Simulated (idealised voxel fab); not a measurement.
process module | voxel spacer lines
cross-section cut | 250 nm wide | cells 5 nm
A cross-section is a grid of square cells, given in bands from the top down. A band is one or more rows of cells.
Each band's line starts with the height of the band's top and of its bottom, in nm. Then come its materials from left to right, each with its width in nm. One material with "throughout" fills the band from edge to edge. "air" is empty space.
Height 0 is the level under which the wafer as received is all one material. The lowest band goes on downwards, as in "0 down".
A width such as "30 to 40" changes by the same amount from each row of cells to the next, from the band's top row to its bottom row.
"no change" after a step means that no cell of the cross-section changed.
closed voids: empty space of 8 cells or more with no open way to the top, each as width x height at its distance from the left edge, in nm
after a step's settings: what the simulator itself notes on the step
overlay nm, on a step with a mask: how far to the right of its planned place the mask lay; to the left if negative
plan
1 op RECEIVE | material Si
2 op CONFORMAL_DEP | material Al2O3 | thk nm 10
3 op DIRECTIONAL_DEP | material TiN | thk nm 10
4 op DIRECTIONAL_DEP | material aC | thk nm 20
5 op PATTERN | tone cover | mask id MANDREL | material resist | width nm 20 | pitch nm 60 | thk nm 30 | overlay nm 0
6 op DIRECTIONAL_ETCH | etch materials aC | depth nm 20
7 op STRIP | etch materials resist
8 op CONFORMAL_DEP | material SiO2 | thk nm 10
9 op DIRECTIONAL_ETCH | etch materials SiO2 | depth nm 10
10 op STRIP | etch materials aC
11 op DIRECTIONAL_ETCH | etch materials TiN | depth nm 10
12 op STRIP | etch materials SiO2
13 op FILL_DEP | material SiO2 | thk nm 5
14 op CMP | height nm 20
as received, after step 1
  0 down: Si throughout
  closed voids: none
first wafer at the end, as planned
  20 to 10: SiO2 45 | TiN 10 | SiO2 20 | TiN 10 | SiO2 20 | TiN 10 | SiO2 20 | TiN 10 | SiO2 20 | TiN 10 | SiO2 20 | TiN 10 | SiO2 45
  10 to 0: Al2O3 throughout
  0 down: Si throughout
  closed voids: none
second wafer at the end: like start, like plan, one mistake
  20 to 10: SiO2 45 | TiN 10 | SiO2 25 | TiN 10 | SiO2 15 | TiN 10 | SiO2 25 | TiN 10 | SiO2 15 | TiN 10 | SiO2 25 | TiN 10 | SiO2 40
  10 to 0: Al2O3 throughout
  0 down: Si throughout
  closed voids: none
what went wrong: step 5 ran as: op PATTERN | tone cover | mask id MANDREL | material resist | width nm 25 | pitch nm 60 | thk nm 30 | overlay nm 0
at the end the second wafer has, in cells: as many of each material as the first, in other places
